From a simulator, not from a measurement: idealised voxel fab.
Module name: voxel released beams (process module)
For reference, the cross-section in this document is cut, with width 290 nm and square cells of 5 nm.
Cross-section spec: square-cell grid; bands listed top down; each band is one or more rows. Within each band entry, the heights of the top and of the bottom of the band appear first, in that order and in nm; the materials of the band then follow from left to right, each with its corresponding width in nm. The designation "everywhere" on a single material indicates that it fills the band from edge to edge; the designation "empty" indicates empty space. Measure heights from 0. That's the level where, below it, the as-received wafer is all one material. The lowest band is bottomless and extends downward; write it as in "z 0 and below". Width spec "30 to 40" -> top row of cells at first value, bottom row at second value, equal per-row change in between. Any step labelled "nothing changed" changed none of the cells in the cross-section. In "Entrapped void list" the enclosed voids are listed, meaning empty spaces of 8 cells or larger without any opening to the top. The form is width x height at distance, distance from the left edge, units nm. On each step's line, the part that comes after the settings is the simulator's own comment on the step. When a step includes a mask, the "overlay nm" setting on its line states how far to the right of its planned place that mask lay, and negative values state how far to the left.
So here's the lineup of process steps we planned:
- 1: RECEIVE: material Si
- 2: CONFORMAL_DEP: material SiN, thk nm 10
- 3: DIRECTIONAL_DEP: material SiO2, thk nm 10
- 4: PATTERN: tone open, mask id ANCHOR, material resist, width nm 45, thk nm 15, overlay nm 0
- 5: DIRECTIONAL_ETCH: etch materials SiO2, depth nm 10
- 6: STRIP: etch materials resist
- 7: CONFORMAL_DEP: material polySi, thk nm 15
- 8: MASKED_ETCH: tone cover, mask id BEAM, width nm 105, etch materials polySi, depth nm 15, overlay nm 0
- 9: STRIP: etch materials SiO2
Delivered wafer in cross-section: state after step 1:
* z 0 and below  Si everywhere
* Entrapped void list: none
first wafer at the end, as planned:
* z 35 to 25  empty=90, then polySi=20, then empty=15, then polySi=70, then empty=95
* z 25 to 20  empty=90, then polySi=105, then empty=95
* z 20 to 10  empty=95, then polySi=45, then empty=150
* z 10 to 0  SiN everywhere
* z 0 and below  Si everywhere
* Entrapped void list: none
Here's the second of our two wafers sectioned at module end. Same start as the first, same plan, but one mistake got made running it:
* z 35 to 25  empty=90, then polySi=65, then empty=135
* z 25 to 20  empty=90, then polySi=105, then empty=95
* z 20 to 10  empty=80, then polySi=15, then SiO2=45, then polySi=55, then empty=95
* z 10 to 0  SiN everywhere
* z 0 and below  Si everywhere
* Entrapped void list: none
Short version of what went wrong: for step 4, the planned setting was not used; the step was instead run as PATTERN: tone cover, mask id ANCHOR, material resist, width nm 45, thk nm 15, overlay nm 0
At the finish, the second wafer shows more or fewer cells for some materials than the first does: SiO2: 18 more
